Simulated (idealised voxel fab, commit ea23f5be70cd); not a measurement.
process module | voxel air gaps
cross-section cut | 175 nm wide | cells 5 nm
A cross-section is a grid of square cells, given in bands from the top down. A band is one or more rows of cells.
Each band's line starts with the height of the band's top and of its bottom, in nm. Then come its materials from left to right, each with its width in nm. One material with "throughout" fills the band from edge to edge. "air" is empty space.
Height 0 is the level under which the wafer as received is all one material. The lowest band goes on downwards, as in "0 down".
A width such as "30 to 40" changes by the same amount from each row of cells to the next, from the band's top row to its bottom row.
"no change" after a step means that no cell of the cross-section changed.
closed voids: empty space of 8 cells or more with no open way to the top, each as width x height at its distance from the left edge, in nm
after a step's settings: what the simulator itself notes on the step
overlay nm, on a step with a mask: how far to the right of its planned place the mask lay; to the left if negative
plan
1 op RECEIVE | material Si
2 op CONFORMAL_DEP | material SiO2 | thk nm 15
3 op CONFORMAL_DEP | material SiN | thk nm 5
4 op DIRECTIONAL_DEP | material SiO2 | thk nm 30
5 op MASKED_ETCH | tone open | mask id LINES | width nm 15 | pitch nm 40 | etch materials SiO2 | depth nm 30 | overlay nm 0
6 op CONFORMAL_DEP | material TiN | thk nm 5
7 op FILL_DEP | material W | thk nm 10
8 op CMP | height nm 50
9 op EPI | material Ru | thk nm 10
10 op SELECTIVE_ETCH | etch materials SiO2 | depth nm 40
11 op CONFORMAL_DEP | material SiN | thk nm 5
first wafer, as planned
as received, after step 1
  0 down: Si throughout
  closed voids: none
after step 2
  15 to 0: SiO2 throughout
  below 0: unchanged
after step 3
  20 to 15: SiN throughout
  below 15: unchanged
after step 4
  50 to 20: SiO2 throughout
  below 20: unchanged
after step 5
  50 to 20: SiO2 20 | air 15 | SiO2 25 | air 15 | SiO2 25 | air 15 | SiO2 25 | air 15 | SiO2 20
  below 20: unchanged
after step 6
  55 to 50: TiN 25 | air 5 | TiN 35 | air 5 | TiN 35 | air 5 | TiN 35 | air 5 | TiN 25
  50 to 25: SiO2 20 | TiN 5 | air 5 | TiN 5 | SiO2 25 | TiN 5 | air 5 | TiN 5 | SiO2 25 | TiN 5 | air 5 | TiN 5 | SiO2 25 | TiN 5 | air 5 | TiN 5 | SiO2 20
  25 to 20: SiO2 20 | TiN 15 | SiO2 25 | TiN 15 | SiO2 25 | TiN 15 | SiO2 25 | TiN 15 | SiO2 20
  below 20: unchanged
after step 7
  65 to 55: W throughout
  55 to 50: TiN 25 | W 5 | TiN 35 | W 5 | TiN 35 | W 5 | TiN 35 | W 5 | TiN 25
  50 to 25: SiO2 20 | TiN 5 | W 5 | TiN 5 | SiO2 25 | TiN 5 | W 5 | TiN 5 | SiO2 25 | TiN 5 | W 5 | TiN 5 | SiO2 25 | TiN 5 | W 5 | TiN 5 | SiO2 20
  below 25: unchanged
after step 8
  50 to 25: SiO2 20 | TiN 5 | W 5 | TiN 5 | SiO2 25 | TiN 5 | W 5 | TiN 5 | SiO2 25 | TiN 5 | W 5 | TiN 5 | SiO2 25 | TiN 5 | W 5 | TiN 5 | SiO2 20
  below 25: unchanged
after step 9
  60 to 50: air 10 | Ru 35 | air 5 | Ru 35 | air 5 | Ru 35 | air 5 | Ru 35 | air 10
  below 50: unchanged
after step 10
  60 to 50: air 10 | Ru 35 | air 5 | Ru 35 | air 5 | Ru 35 | air 5 | Ru 35 | air 10
  50 to 25: air 20 | TiN 5 | W 5 | TiN 5 | air 25 | TiN 5 | W 5 | TiN 5 | air 25 | TiN 5 | W 5 | TiN 5 | air 25 | TiN 5 | W 5 | TiN 5 | air 20
  25 to 20: air 20 | TiN 15 | air 25 | TiN 15 | air 25 | TiN 15 | air 25 | TiN 15 | air 20
  below 20: unchanged
after step 11
  65 to 60: air 5 | SiN 165 | air 5
  60 to 50: air 5 | SiN 5 | Ru 35 | SiN 5 | Ru 35 | SiN 5 | Ru 35 | SiN 5 | Ru 35 | SiN 5 | air 5
  50 to 45: air 5 | SiN 15 | TiN 5 | W 5 | TiN 5 | SiN 25 | TiN 5 | W 5 | TiN 5 | SiN 25 | TiN 5 | W 5 | TiN 5 | SiN 25 | TiN 5 | W 5 | TiN 5 | SiN 15 | air 5
  45 to 25: air 15 | SiN 5 | TiN 5 | W 5 | TiN 5 | SiN 5 | air 15 | SiN 5 | TiN 5 | W 5 | TiN 5 | SiN 5 | air 15 | SiN 5 | TiN 5 | W 5 | TiN 5 | SiN 5 | air 15 | SiN 5 | TiN 5 | W 5 | TiN 5 | SiN 5 | air 15
  25 to 20: SiN 20 | TiN 15 | SiN 25 | TiN 15 | SiN 25 | TiN 15 | SiN 25 | TiN 15 | SiN 20
  below 20: unchanged
  closed voids: 15 x 20 at 40; 15 x 20 at 80; 15 x 20 at 120
second wafer: like start, like plan, one mistake. Through step 7 it matches the first wafer
when step 8 should have ended
  60 to 55: W throughout
  below 55: unchanged
when step 9 should have ended
  70 to 60: Ru throughout
  below 60: unchanged
when step 10 should have ended: no change
when step 11 should have ended
  75 to 70: SiN throughout
  below 70: unchanged
what went wrong: step 8 ran as: op CMP | height nm 60
at the end the second wafer has, in cells: 14 more of Ru | 84 fewer of SiN | 138 more of SiO2 | 31 more of TiN | 39 more of W
closed voids at the end (first wafer, second wafer): 3, 0
